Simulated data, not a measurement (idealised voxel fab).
process module | voxel spacer lines
cross-section cut | 155 nm wide | cells 5 nm
A cross-section is a grid of square cells, given in bands from the top down. A band is one or more rows of cells.
Each band's line starts with the height of the band's top and of its bottom, in nm. Then come its materials from left to right, each with its width in nm. One material with "throughout" fills the band from edge to edge. "air" is empty space.
Height 0 is the level under which the wafer as received is all one material. The lowest band goes on downwards, as in "0 down".
A width such as "30 to 40" changes by the same amount from each row of cells to the next, from the band's top row to its bottom row.
"no change" after a step means that no cell of the cross-section changed.
closed voids: empty space of 8 cells or more with no open way to the top, each as width x height at its distance from the left edge, in nm
after a step's settings: what the simulator itself notes on the step
overlay nm, on a step with a mask: how far to the right of its planned place the mask lay; to the left if negative
plan
1 op RECEIVE | material Si
2 op CONFORMAL_DEP | material SiO2 | thk nm 10
3 op DIRECTIONAL_DEP | material polySi | thk nm 10
4 op DIRECTIONAL_DEP | material aC | thk nm 30
5 op PATTERN | tone cover | mask id MANDREL | material resist | width nm 20 | pitch nm 60 | thk nm 35 | overlay nm 0
6 op DIRECTIONAL_ETCH | etch materials aC | depth nm 30
7 op STRIP | etch materials resist
8 op CONFORMAL_DEP | material SiN | thk nm 10
9 op DIRECTIONAL_ETCH | etch materials SiN | depth nm 10
10 op STRIP | etch materials aC
11 op DIRECTIONAL_ETCH | etch materials polySi | depth nm 10
12 op STRIP | etch materials SiN
as received, after step 1
  0 down: Si throughout
  closed voids: none
first wafer at the end, as planned
  20 to 10: air 25 | polySi 10 | air 20 | polySi 10 | air 20 | polySi 10 | air 20 | polySi 10 | air 30
  10 to 0: SiO2 throughout
  0 down: Si throughout
  closed voids: none
second wafer at the end: like start, like plan, one mistake
  20 to 10: air 35 | polySi 20 | air 40 | polySi 20 | air 40
  10 to 0: SiO2 throughout
  0 down: Si throughout
  closed voids: none
what went wrong: step 5 ran as: op PATTERN | tone open | mask id MANDREL | material resist | width nm 20 | pitch nm 60 | thk nm 35 | overlay nm 0
at the end the second wafer has, in cells: as many of each material as the first, in other places
